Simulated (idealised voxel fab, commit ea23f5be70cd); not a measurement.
Process module name: voxel transistor to metal
It is cross-section cut that appears here, measuring 200 nm in width, its square cells being 5 nm in size.
Each cross-section below is a grid of square cells, stated as bands in top-down order, with one or more rows of cells making up each band.
Band: top and bottom heights (nm) first, top before bottom; then materials from left to right, widths in nm. "edge to edge" marks a sole material filling the band edge to edge. "air" denotes empty space.
Heights are reckoned from 0. Under this level, the received wafer is all of one material. The bottommost band is open-ended downward, for example "0 down".
A width such as "30..40" changes by the same amount from each row of cells to the next, from the band's top row to its bottom row.
Reading "nothing altered" for a step: not a cell of the cross-section changed in it.
So "Completely enclosed voids" is basically the list of trapped voids: any empty space of 8 cells or more that can't reach the top through an opening. They're written width x height at distance, the distance being from the left edge, and it's all nm.
Anything after a step's settings on that line? It's the simulator's own note about the step.
"overlay nm", when on a step's line for a step with a mask, measures how far to the right of its planned place the mask lay; a negative measure means to the left.

### So here's the lineup of process steps we planned
1 op RECEIVE | material Si
2 op CONFORMAL_DEP | material SiO2 | thk nm 5
3 op CONFORMAL_DEP | material SiN | thk nm 15
4 op MASKED_ETCH | tone cover | mask id ACTIVE | width nm 110 | etch materials SiN | depth nm 15 | overlay nm 0
5 op MASKED_ETCH | tone cover | mask id ACTIVE | width nm 110 | etch materials SiO2 | depth nm 5 | overlay nm 0
6 op MASKED_ETCH | tone cover | mask id ACTIVE | width nm 110 | etch materials Si | depth nm 30 | overlay nm 0
7 op FILL_DEP | material SiO2 | thk nm 15
8 op CMP | height nm 20
9 op SELECTIVE_ETCH | etch materials SiO2 | depth nm 5
10 op STRIP | etch materials SiN
11 op SELECTIVE_ETCH | etch materials SiO2 | depth nm 5
12 op OXIDIZE | depth nm 5
13 op DIRECTIONAL_DEP | material polySi | thk nm 20
14 op DIRECTIONAL_DEP | material SiCN | thk nm 10
15 op PATTERN | tone cover | mask id GATE | material resist | width nm 20 | thk nm 20 | overlay nm 0
16 op DIRECTIONAL_ETCH | etch materials SiCN | depth nm 20
17 op DIRECTIONAL_ETCH | etch materials polySi | depth nm 30
18 op STRIP | etch materials resist
19 op CONFORMAL_DEP | material SiN | thk nm 5
20 op DIRECTIONAL_ETCH | etch materials SiN | depth nm 5
21 op DIRECTIONAL_ETCH | etch materials SiO2 | depth nm 5
22 op DIRECTIONAL_ETCH | etch materials Si | depth nm 10
23 op EPI | material SiGe | thk nm 10
24 op FILL_DEP | material SiO2 | thk nm 10
25 op CMP | height nm 30
26 op DIRECTIONAL_DEP | material SiO2 | thk nm 10
27 op MASKED_ETCH | tone open | mask id CONTACT | width nm 15 | pitch nm 75 | etch materials SiO2 | depth nm 45 | overlay nm 0
28 op CONFORMAL_DEP | material TiN | thk nm 5
29 op FILL_DEP | material W | thk nm 10
30 op CMP | height nm 40
31 op CONFORMAL_DEP | material SiCN | thk nm 5
32 op DIRECTIONAL_DEP | material lowk | thk nm 20
33 op MASKED_ETCH | tone open | mask id METAL_1 | width nm 15 | pitch nm 75 | etch materials lowk | depth nm 20 | overlay nm 0
34 op MASKED_ETCH | tone open | mask id METAL_1 | width nm 15 | pitch nm 75 | etch materials SiCN | depth nm 5 | overlay nm 0
35 op CONFORMAL_DEP | material TiN | thk nm 5
36 op FILL_DEP | material Cu | thk nm 5
37 op CMP | height nm 65
38 op EPI | material Ru | thk nm 5
39 op FILL_DEP | material SiCN | thk nm 5

### first wafer, as planned

### Wafer as received: cross-section following step 1
    0 down  Si edge to edge
    Completely enclosed voids: none

### Cross-section of the wafer after step 2
    5 to 0  SiO2 edge to edge
    Below 0 it's all the same as before, nothing changed down there.

### Cross-section of the wafer after step 3
    20 to 5  SiN edge to edge
    Below 5 it's all the same as before, nothing changed down there.

### Cross-section of the wafer after step 4
    20 to 5  air: 45  SiN: 110  air: 45
    Below 5 it's all the same as before, nothing changed down there.

### Cross-section of the wafer after step 5
    20 to 5  air: 45  SiN: 110  air: 45
    5 to 0  air: 45  SiO2: 110  air: 45
    Below 0 it's all the same as before, nothing changed down there.

### Cross-section of the wafer after step 6
    20 to 5  air: 45  SiN: 110  air: 45
    5 to 0  air: 45  SiO2: 110  air: 45
    0 to -30  air: 45  Si: 110  air: 45
    Below -30 it's all the same as before, nothing changed down there.

### Cross-section of the wafer after step 7
    35 to 20  SiO2 edge to edge
    20 to 5  SiO2: 45  SiN: 110  SiO2: 45
    5 to 0  SiO2 edge to edge
    0 to -30  SiO2: 45  Si: 110  SiO2: 45
    Below -30 it's all the same as before, nothing changed down there.

### Cross-section of the wafer after step 8
    20 to 5  SiO2: 45  SiN: 110  SiO2: 45
    Below 5 it's all the same as before, nothing changed down there.

### Cross-section of the wafer after step 9
    20 to 15  air: 45  SiN: 110  air: 45
    Below 15 it's all the same as before, nothing changed down there.

### Cross-section of the wafer after step 10
    15 to 5  SiO2: 45  air: 110  SiO2: 45
    Below 5 it's all the same as before, nothing changed down there.

### Cross-section of the wafer after step 11
    10 to 0  SiO2: 40  air: 120  SiO2: 40
    Below 0 it's all the same as before, nothing changed down there.

### Cross-section of the wafer after step 12
    10 to 0  SiO2: 40  air: 120  SiO2: 40
    0 to -5  SiO2 edge to edge
    Below -5 it's all the same as before, nothing changed down there.

### Cross-section of the wafer after step 13
    30 to 20  polySi: 40  air: 120  polySi: 40
    20 to 10  polySi edge to edge
    10 to 0  SiO2: 40  polySi: 120  SiO2: 40
    Below 0 it's all the same as before, nothing changed down there.

### Cross-section of the wafer after step 14
    40 to 30  SiCN: 40  air: 120  SiCN: 40
    30 to 20  polySi: 40  SiCN: 120  polySi: 40
    Below 20 it's all the same as before, nothing changed down there.

### Cross-section of the wafer after step 15
    60 to 40  air: 90  resist: 20  air: 90
    40 to 30  SiCN: 40  air: 50  resist: 20  air: 50  SiCN: 40
    Below 30 it's all the same as before, nothing changed down there.

### Cross-section of the wafer after step 16
    60 to 30  air: 90  resist: 20  air: 90
    30 to 20  polySi: 40  air: 50  SiCN: 20  air: 50  polySi: 40
    Below 20 it's all the same as before, nothing changed down there.

### Cross-section of the wafer after step 17
    60 to 30  air: 90  resist: 20  air: 90
    30 to 20  air: 90  SiCN: 20  air: 90
    20 to 10  air: 90  polySi: 20  air: 90
    10 to 0  SiO2: 40  air: 50  polySi: 20  air: 50  SiO2: 40
    Below 0 it's all the same as before, nothing changed down there.

### Cross-section of the wafer after step 18
    30 to 20  air: 90  SiCN: 20  air: 90
    Below 20 it's all the same as before, nothing changed down there.

### Cross-section of the wafer after step 19
    35 to 30  air: 85  SiN: 30  air: 85
    30 to 20  air: 85  SiN: 5  SiCN: 20  SiN: 5  air: 85
    20 to 15  air: 85  SiN: 5  polySi: 20  SiN: 5  air: 85
    15 to 10  SiN: 45  air: 40  SiN: 5  polySi: 20  SiN: 5  air: 40  SiN: 45
    10 to 5  SiO2: 40  SiN: 5  air: 40  SiN: 5  polySi: 20  SiN: 5  air: 40  SiN: 5  SiO2: 40
    5 to 0  SiO2: 40  SiN: 50  polySi: 20  SiN: 50  SiO2: 40
    Below 0 it's all the same as before, nothing changed down there.

### Cross-section of the wafer after step 20
    30 to 20  air: 85  SiN: 5  SiCN: 20  SiN: 5  air: 85
    20 to 10  air: 85  SiN: 5  polySi: 20  SiN: 5  air: 85
    10 to 0  SiO2: 40  SiN: 5  air: 40  SiN: 5  polySi: 20  SiN: 5  air: 40  SiN: 5  SiO2: 40
    Below 0 it's all the same as before, nothing changed down there.

### Cross-section of the wafer after step 21
    30 to 20  air: 85  SiN: 5  SiCN: 20  SiN: 5  air: 85
    20 to 10  air: 85  SiN: 5  polySi: 20  SiN: 5  air: 85
    10 to 5  air: 40  SiN: 5  air: 40  SiN: 5  polySi: 20  SiN: 5  air: 40  SiN: 5  air: 40
    5 to 0  SiO2: 40  SiN: 5  air: 40  SiN: 5  polySi: 20  SiN: 5  air: 40  SiN: 5  SiO2: 40
    0 to -5  SiO2: 45  air: 40  SiO2: 30  air: 40  SiO2: 45
    Below -5 it's all the same as before, nothing changed down there.

### Cross-section of the wafer after step 22
    30 to 20  air: 85  SiN: 5  SiCN: 20  SiN: 5  air: 85
    20 to 10  air: 85  SiN: 5  polySi: 20  SiN: 5  air: 85
    10 to 5  air: 40  SiN: 5  air: 40  SiN: 5  polySi: 20  SiN: 5  air: 40  SiN: 5  air: 40
    5 to 0  SiO2: 40  SiN: 5  air: 40  SiN: 5  polySi: 20  SiN: 5  air: 40  SiN: 5  SiO2: 40
    0 to -5  SiO2: 45  air: 40  SiO2: 30  air: 40  SiO2: 45
    -5 to -15  SiO2: 45  air: 40  Si: 30  air: 40  SiO2: 45
    Below -15 it's all the same as before, nothing changed down there.

### Cross-section of the wafer after step 23
    30 to 20  air: 85  SiN: 5  SiCN: 20  SiN: 5  air: 85
    20 to 10  air: 85  SiN: 5  polySi: 20  SiN: 5  air: 85
    10 to 5  air: 40  SiN: 5  air: 40  SiN: 5  polySi: 20  SiN: 5  air: 40  SiN: 5  air: 40
    5 to 0  SiO2: 40  SiN: 5  air: 30  SiGe: 10  SiN: 5  polySi: 20  SiN: 5  SiGe: 10  air: 30  SiN: 5  SiO2: 40
    0 to -5  SiO2: 45  air: 30  SiGe: 10  SiO2: 30  SiGe: 10  air: 30  SiO2: 45
    -5 to -15  SiO2: 45  SiGe: 40  Si: 30  SiGe: 40  SiO2: 45
    Below -15 it's all the same as before, nothing changed down there.

### Cross-section of the wafer after step 24
    40 to 30  SiO2 edge to edge
    30 to 20  SiO2: 85  SiN: 5  SiCN: 20  SiN: 5  SiO2: 85
    20 to 10  SiO2: 85  SiN: 5  polySi: 20  SiN: 5  SiO2: 85
    10 to 5  SiO2: 40  SiN: 5  SiO2: 40  SiN: 5  polySi: 20  SiN: 5  SiO2: 40  SiN: 5  SiO2: 40
    5 to 0  SiO2: 40  SiN: 5  SiO2: 30  SiGe: 10  SiN: 5  polySi: 20  SiN: 5  SiGe: 10  SiO2: 30  SiN: 5  SiO2: 40
    0 to -5  SiO2: 75  SiGe: 10  SiO2: 30  SiGe: 10  SiO2: 75
    Below -5 it's all the same as before, nothing changed down there.

### Cross-section of the wafer after step 25
    30 to 20  SiO2: 85  SiN: 5  SiCN: 20  SiN: 5  SiO2: 85
    Below 20 it's all the same as before, nothing changed down there.

### Cross-section of the wafer after step 26
    40 to 30  SiO2 edge to edge
    Below 30 it's all the same as before, nothing changed down there.

### Cross-section of the wafer after step 27
    40 to 30  SiO2: 55  air: 15  SiO2: 60  air: 15  SiO2: 55
    30 to 20  SiO2: 55  air: 15  SiO2: 15  SiN: 5  SiCN: 20  SiN: 5  SiO2: 15  air: 15  SiO2: 55
    20 to 10  SiO2: 55  air: 15  SiO2: 15  SiN: 5  polySi: 20  SiN: 5  SiO2: 15  air: 15  SiO2: 55
    10 to 5  SiO2: 40  SiN: 5  SiO2: 10  air: 15  SiO2: 15  SiN: 5  polySi: 20  SiN: 5  SiO2: 15  air: 15  SiO2: 10  SiN: 5  SiO2: 40
    5 to 0  SiO2: 40  SiN: 5  SiO2: 10  air: 15  SiO2: 5  SiGe: 10  SiN: 5  polySi: 20  SiN: 5  SiGe: 10  SiO2: 5  air: 15  SiO2: 10  SiN: 5  SiO2: 40
    0 to -5  SiO2: 55  air: 15  SiO2: 5  SiGe: 10  SiO2: 30  SiGe: 10  SiO2: 5  air: 15  SiO2: 55
    Below -5 it's all the same as before, nothing changed down there.

### Cross-section of the wafer after step 28
    45 to 40  TiN: 60  air: 5  TiN: 70  air: 5  TiN: 60
    40 to 30  SiO2: 55  TiN: 5  air: 5  TiN: 5  SiO2: 60  TiN: 5  air: 5  TiN: 5  SiO2: 55
    30 to 20  SiO2: 55  TiN: 5  air: 5  TiN: 5  SiO2: 15  SiN: 5  SiCN: 20  SiN: 5  SiO2: 15  TiN: 5  air: 5  TiN: 5  SiO2: 55
    20 to 10  SiO2: 55  TiN: 5  air: 5  TiN: 5  SiO2: 15  SiN: 5  polySi: 20  SiN: 5  SiO2: 15  TiN: 5  air: 5  TiN: 5  SiO2: 55
    10 to 5  SiO2: 40  SiN: 5  SiO2: 10  TiN: 5  air: 5  TiN: 5  SiO2: 15  SiN: 5  polySi: 20  SiN: 5  SiO2: 15  TiN: 5  air: 5  TiN: 5  SiO2: 10  SiN: 5  SiO2: 40
    5 to 0  SiO2: 40  SiN: 5  SiO2: 10  TiN: 5  air: 5  TiN: 5  SiO2: 5  SiGe: 10  SiN: 5  polySi: 20  SiN: 5  SiGe: 10  SiO2: 5  TiN: 5  air: 5  TiN: 5  SiO2: 10  SiN: 5  SiO2: 40
    0 to -5  SiO2: 55  TiN: 15  SiO2: 5  SiGe: 10  SiO2: 30  SiGe: 10  SiO2: 5  TiN: 15  SiO2: 55
    Below -5 it's all the same as before, nothing changed down there.

### Cross-section of the wafer after step 29
    55 to 45  W edge to edge
    45 to 40  TiN: 60  W: 5  TiN: 70  W: 5  TiN: 60
    40 to 30  SiO2: 55  TiN: 5  W: 5  TiN: 5  SiO2: 60  TiN: 5  W: 5  TiN: 5  SiO2: 55
    30 to 20  SiO2: 55  TiN: 5  W: 5  TiN: 5  SiO2: 15  SiN: 5  SiCN: 20  SiN: 5  SiO2: 15  TiN: 5  W: 5  TiN: 5  SiO2: 55
    20 to 10  SiO2: 55  TiN: 5  W: 5  TiN: 5  SiO2: 15  SiN: 5  polySi: 20  SiN: 5  SiO2: 15  TiN: 5  W: 5  TiN: 5  SiO2: 55
    10 to 5  SiO2: 40  SiN: 5  SiO2: 10  TiN: 5  W: 5  TiN: 5  SiO2: 15  SiN: 5  polySi: 20  SiN: 5  SiO2: 15  TiN: 5  W: 5  TiN: 5  SiO2: 10  SiN: 5  SiO2: 40
    5 to 0  SiO2: 40  SiN: 5  SiO2: 10  TiN: 5  W: 5  TiN: 5  SiO2: 5  SiGe: 10  SiN: 5  polySi: 20  SiN: 5  SiGe: 10  SiO2: 5  TiN: 5  W: 5  TiN: 5  SiO2: 10  SiN: 5  SiO2: 40
    Below 0 it's all the same as before, nothing changed down there.

### Cross-section of the wafer after step 30
    40 to 30  SiO2: 55  TiN: 5  W: 5  TiN: 5  SiO2: 60  TiN: 5  W: 5  TiN: 5  SiO2: 55
    Below 30 it's all the same as before, nothing changed down there.

### Cross-section of the wafer after step 31
    45 to 40  SiCN edge to edge
    Below 40 it's all the same as before, nothing changed down there.

### Cross-section of the wafer after step 32
    65 to 45  lowk edge to edge
    Below 45 it's all the same as before, nothing changed down there.

### Cross-section of the wafer after step 33
    65 to 45  lowk: 55  air: 15  lowk: 60  air: 15  lowk: 55
    Below 45 it's all the same as before, nothing changed down there.

### Cross-section of the wafer after step 34
    65 to 45  lowk: 55  air: 15  lowk: 60  air: 15  lowk: 55
    45 to 40  SiCN: 55  air: 15  SiCN: 60  air: 15  SiCN: 55
    Below 40 it's all the same as before, nothing changed down there.

### Cross-section of the wafer after step 35
    70 to 65  TiN: 60  air: 5  TiN: 70  air: 5  TiN: 60
    65 to 45  lowk: 55  TiN: 5  air: 5  TiN: 5  lowk: 60  TiN: 5  air: 5  TiN: 5  lowk: 55
    45 to 40  SiCN: 55  TiN: 15  SiCN: 60  TiN: 15  SiCN: 55
    Below 40 it's all the same as before, nothing changed down there.

### Cross-section of the wafer after step 36
    75 to 70  Cu edge to edge
    70 to 65  TiN: 60  Cu: 5  TiN: 70  Cu: 5  TiN: 60
    65 to 45  lowk: 55  TiN: 5  Cu: 5  TiN: 5  lowk: 60  TiN: 5  Cu: 5  TiN: 5  lowk: 55
    Below 45 it's all the same as before, nothing changed down there.

### Cross-section of the wafer after step 37
    65 to 45  lowk: 55  TiN: 5  Cu: 5  TiN: 5  lowk: 60  TiN: 5  Cu: 5  TiN: 5  lowk: 55
    Below 45 it's all the same as before, nothing changed down there.

### Cross-section of the wafer after step 38
    70 to 65  air: 50  Ru: 25  air: 50  Ru: 25  air: 50
    Below 65 it's all the same as before, nothing changed down there.

### Cross-section of the wafer after step 39
    75 to 70  SiCN edge to edge
    70 to 65  SiCN: 50  Ru: 25  SiCN: 50  Ru: 25  SiCN: 50
    Below 65 it's all the same as before, nothing changed down there.

### Second wafer, same starting conditions and recipe as the first, one mistake in executing it, nothing differs from the first up to and including step 9

### Cross-section, second wafer, at the end time the plan gives for step 10
    20 to 10  air: 45  SiN: 110  air: 45
    Below 10 it's all the same as before, nothing changed down there.

### Cross-section, second wafer, at the end time the plan gives for step 11
    10 to 5  SiO2: 45  air: 110  SiO2: 45
    Below 5 it's all the same as before, nothing changed down there.

Cross-section, second wafer, at the end time the plan gives for step 12: nothing altered

### Cross-section, second wafer, at the end time the plan gives for step 13
    30 to 25  polySi: 45  air: 110  polySi: 45
    25 to 10  polySi edge to edge
    10 to 5  SiO2: 45  polySi: 110  SiO2: 45
    Below 5 it's all the same as before, nothing changed down there.

### Cross-section, second wafer, at the end time the plan gives for step 14
    40 to 35  SiCN: 45  air: 110  SiCN: 45
    35 to 30  SiCN edge to edge
    30 to 25  polySi: 45  SiCN: 110  polySi: 45
    Below 25 it's all the same as before, nothing changed down there.

### Cross-section, second wafer, at the end time the plan gives for step 15
    60 to 40  air: 90  resist: 20  air: 90
    40 to 35  SiCN: 45  air: 45  resist: 20  air: 45  SiCN: 45
    Below 35 it's all the same as before, nothing changed down there.

### Cross-section, second wafer, at the end time the plan gives for step 16
    60 to 35  air: 90  resist: 20  air: 90
    35 to 30  air: 90  SiCN: 20  air: 90
    30 to 25  polySi: 45  air: 45  SiCN: 20  air: 45  polySi: 45
    Below 25 it's all the same as before, nothing changed down there.

### Cross-section, second wafer, at the end time the plan gives for step 17
    60 to 35  air: 90  resist: 20  air: 90
    35 to 25  air: 90  SiCN: 20  air: 90
    25 to 10  air: 90  polySi: 20  air: 90
    10 to 5  SiO2: 45  air: 45  polySi: 20  air: 45  SiO2: 45
    Below 5 it's all the same as before, nothing changed down there.

### Cross-section, second wafer, at the end time the plan gives for step 18
    35 to 25  air: 90  SiCN: 20  air: 90
    Below 25 it's all the same as before, nothing changed down there.

### Cross-section, second wafer, at the end time the plan gives for step 19
    40 to 35  air: 85  SiN: 30  air: 85
    35 to 25  air: 85  SiN: 5  SiCN: 20  SiN: 5  air: 85
    25 to 15  air: 85  SiN: 5  polySi: 20  SiN: 5  air: 85
    15 to 10  SiN: 50  air: 35  SiN: 5  polySi: 20  SiN: 5  air: 35  SiN: 50
    10 to 5  SiO2: 45  SiN: 45  polySi: 20  SiN: 45  SiO2: 45
    Below 5 it's all the same as before, nothing changed down there.

### Cross-section, second wafer, at the end time the plan gives for step 20
    35 to 25  air: 85  SiN: 5  SiCN: 20  SiN: 5  air: 85
    25 to 10  air: 85  SiN: 5  polySi: 20  SiN: 5  air: 85
    10 to 5  SiO2: 45  SiN: 5  air: 35  SiN: 5  polySi: 20  SiN: 5  air: 35  SiN: 5  SiO2: 45
    Below 5 it's all the same as before, nothing changed down there.

### Cross-section, second wafer, at the end time the plan gives for step 21
    35 to 25  air: 85  SiN: 5  SiCN: 20  SiN: 5  air: 85
    25 to 10  air: 85  SiN: 5  polySi: 20  SiN: 5  air: 85
    10 to 5  air: 45  SiN: 5  air: 35  SiN: 5  polySi: 20  SiN: 5  air: 35  SiN: 5  air: 45
    5 to 0  SiO2: 50  air: 35  SiO2: 30  air: 35  SiO2: 50
    Below 0 it's all the same as before, nothing changed down there.

### Cross-section, second wafer, at the end time the plan gives for step 22
    35 to 25  air: 85  SiN: 5  SiCN: 20  SiN: 5  air: 85
    25 to 10  air: 85  SiN: 5  polySi: 20  SiN: 5  air: 85
    10 to 5  air: 45  SiN: 5  air: 35  SiN: 5  polySi: 20  SiN: 5  air: 35  SiN: 5  air: 45
    5 to 0  SiO2: 50  air: 35  SiO2: 30  air: 35  SiO2: 50
    0 to -10  SiO2: 45  Si: 5  air: 35  Si: 30  air: 35  Si: 5  SiO2: 45
    Below -10 it's all the same as before, nothing changed down there.

### Cross-section, second wafer, at the end time the plan gives for step 23
    35 to 25  air: 85  SiN: 5  SiCN: 20  SiN: 5  air: 85
    25 to 10  air: 85  SiN: 5  polySi: 20  SiN: 5  air: 85
    10 to 5  air: 45  SiN: 5  SiGe: 10  air: 15  SiGe: 10  SiN: 5  polySi: 20  SiN: 5  SiGe: 10  air: 15  SiGe: 10  SiN: 5  air: 45
    5 to 0  SiO2: 50  SiGe: 10  air: 15  SiGe: 10  SiO2: 30  SiGe: 10  air: 15  SiGe: 10  SiO2: 50
    0 to -10  SiO2: 45  Si: 5  SiGe: 35  Si: 30  SiGe: 35  Si: 5  SiO2: 45
    Below -10 it's all the same as before, nothing changed down there.

### Cross-section, second wafer, at the end time the plan gives for step 24
    45 to 35  SiO2 edge to edge
    35 to 25  SiO2: 85  SiN: 5  SiCN: 20  SiN: 5  SiO2: 85
    25 to 10  SiO2: 85  SiN: 5  polySi: 20  SiN: 5  SiO2: 85
    10 to 5  SiO2: 45  SiN: 5  SiGe: 10  SiO2: 15  SiGe: 10  SiN: 5  polySi: 20  SiN: 5  SiGe: 10  SiO2: 15  SiGe: 10  SiN: 5  SiO2: 45
    5 to 0  SiO2: 50  SiGe: 10  SiO2: 15  SiGe: 10  SiO2: 30  SiGe: 10  SiO2: 15  SiGe: 10  SiO2: 50
    Below 0 it's all the same as before, nothing changed down there.

### Cross-section, second wafer, at the end time the plan gives for step 25
    30 to 25  SiO2: 85  SiN: 5  SiCN: 20  SiN: 5  SiO2: 85
    Below 25 it's all the same as before, nothing changed down there.

### Cross-section, second wafer, at the end time the plan gives for step 26
    40 to 30  SiO2 edge to edge
    Below 30 it's all the same as before, nothing changed down there.

### Cross-section, second wafer, at the end time the plan gives for step 27
    40 to 30  SiO2: 55  air: 15  SiO2: 60  air: 15  SiO2: 55
    30 to 25  SiO2: 55  air: 15  SiO2: 15  SiN: 5  SiCN: 20  SiN: 5  SiO2: 15  air: 15  SiO2: 55
    25 to 10  SiO2: 55  air: 15  SiO2: 15  SiN: 5  polySi: 20  SiN: 5  SiO2: 15  air: 15  SiO2: 55
    10 to 5  SiO2: 45  SiN: 5  SiGe: 10  air: 10  SiO2: 5  SiGe: 10  SiN: 5  polySi: 20  SiN: 5  SiGe: 10  SiO2: 5  air: 10  SiGe: 10  SiN: 5  SiO2: 45
    5 to 0  SiO2: 50  SiGe: 10  air: 10  SiO2: 5  SiGe: 10  SiO2: 30  SiGe: 10  SiO2: 5  air: 10  SiGe: 10  SiO2: 50
    Below 0 it's all the same as before, nothing changed down there.

### Cross-section, second wafer, at the end time the plan gives for step 28
    45 to 40  TiN: 60  air: 5  TiN: 70  air: 5  TiN: 60
    40 to 30  SiO2: 55  TiN: 5  air: 5  TiN: 5  SiO2: 60  TiN: 5  air: 5  TiN: 5  SiO2: 55
    30 to 25  SiO2: 55  TiN: 5  air: 5  TiN: 5  SiO2: 15  SiN: 5  SiCN: 20  SiN: 5  SiO2: 15  TiN: 5  air: 5  TiN: 5  SiO2: 55
    25 to 15  SiO2: 55  TiN: 5  air: 5  TiN: 5  SiO2: 15  SiN: 5  polySi: 20  SiN: 5  SiO2: 15  TiN: 5  air: 5  TiN: 5  SiO2: 55
    15 to 10  SiO2: 55  TiN: 15  SiO2: 15  SiN: 5  polySi: 20  SiN: 5  SiO2: 15  TiN: 15  SiO2: 55
    10 to 5  SiO2: 45  SiN: 5  SiGe: 10  TiN: 10  SiO2: 5  SiGe: 10  SiN: 5  polySi: 20  SiN: 5  SiGe: 10  SiO2: 5  TiN: 10  SiGe: 10  SiN: 5  SiO2: 45
    5 to 0  SiO2: 50  SiGe: 10  TiN: 10  SiO2: 5  SiGe: 10  SiO2: 30  SiGe: 10  SiO2: 5  TiN: 10  SiGe: 10  SiO2: 50
    Below 0 it's all the same as before, nothing changed down there.

### Cross-section, second wafer, at the end time the plan gives for step 29
    55 to 45  W edge to edge
    45 to 40  TiN: 60  W: 5  TiN: 70  W: 5  TiN: 60
    40 to 30  SiO2: 55  TiN: 5  W: 5  TiN: 5  SiO2: 60  TiN: 5  W: 5  TiN: 5  SiO2: 55
    30 to 25  SiO2: 55  TiN: 5  W: 5  TiN: 5  SiO2: 15  SiN: 5  SiCN: 20  SiN: 5  SiO2: 15  TiN: 5  W: 5  TiN: 5  SiO2: 55
    25 to 15  SiO2: 55  TiN: 5  W: 5  TiN: 5  SiO2: 15  SiN: 5  polySi: 20  SiN: 5  SiO2: 15  TiN: 5  W: 5  TiN: 5  SiO2: 55
    Below 15 it's all the same as before, nothing changed down there.

### Cross-section, second wafer, at the end time the plan gives for step 30
    40 to 30  SiO2: 55  TiN: 5  W: 5  TiN: 5  SiO2: 60  TiN: 5  W: 5  TiN: 5  SiO2: 55
    Below 30 it's all the same as before, nothing changed down there.

### Cross-section, second wafer, at the end time the plan gives for step 31
    45 to 40  SiCN edge to edge
    Below 40 it's all the same as before, nothing changed down there.

### Cross-section, second wafer, at the end time the plan gives for step 32
    65 to 45  lowk edge to edge
    Below 45 it's all the same as before, nothing changed down there.

### Cross-section, second wafer, at the end time the plan gives for step 33
    65 to 45  lowk: 55  air: 15  lowk: 60  air: 15  lowk: 55
    Below 45 it's all the same as before, nothing changed down there.

### Cross-section, second wafer, at the end time the plan gives for step 34
    65 to 45  lowk: 55  air: 15  lowk: 60  air: 15  lowk: 55
    45 to 40  SiCN: 55  air: 15  SiCN: 60  air: 15  SiCN: 55
    Below 40 it's all the same as before, nothing changed down there.

### Cross-section, second wafer, at the end time the plan gives for step 35
    70 to 65  TiN: 60  air: 5  TiN: 70  air: 5  TiN: 60
    65 to 45  lowk: 55  TiN: 5  air: 5  TiN: 5  lowk: 60  TiN: 5  air: 5  TiN: 5  lowk: 55
    45 to 40  SiCN: 55  TiN: 15  SiCN: 60  TiN: 15  SiCN: 55
    Below 40 it's all the same as before, nothing changed down there.

### Cross-section, second wafer, at the end time the plan gives for step 36
    75 to 70  Cu edge to edge
    70 to 65  TiN: 60  Cu: 5  TiN: 70  Cu: 5  TiN: 60
    65 to 45  lowk: 55  TiN: 5  Cu: 5  TiN: 5  lowk: 60  TiN: 5  Cu: 5  TiN: 5  lowk: 55
    Below 45 it's all the same as before, nothing changed down there.

### Cross-section, second wafer, at the end time the plan gives for step 37
    65 to 45  lowk: 55  TiN: 5  Cu: 5  TiN: 5  lowk: 60  TiN: 5  Cu: 5  TiN: 5  lowk: 55
    Below 45 it's all the same as before, nothing changed down there.

### Cross-section, second wafer, at the end time the plan gives for step 38
    70 to 65  air: 50  Ru: 25  air: 50  Ru: 25  air: 50
    Below 65 it's all the same as before, nothing changed down there.

### Cross-section, second wafer, at the end time the plan gives for step 39
    75 to 70  SiCN edge to edge
    70 to 65  SiCN: 50  Ru: 25  SiCN: 50  Ru: 25  SiCN: 50
    Below 65 it's all the same as before, nothing changed down there.
Error vs. plan: order of steps 10 and 11 inverted relative to the plan
Final cells, second wafer relative to first, materials higher or lower: Si: 26 more; SiCN: 4 fewer; SiGe: 4 more; SiN: 4 fewer; SiO2: 12 fewer; TiN: 4 fewer; W: 6 fewer
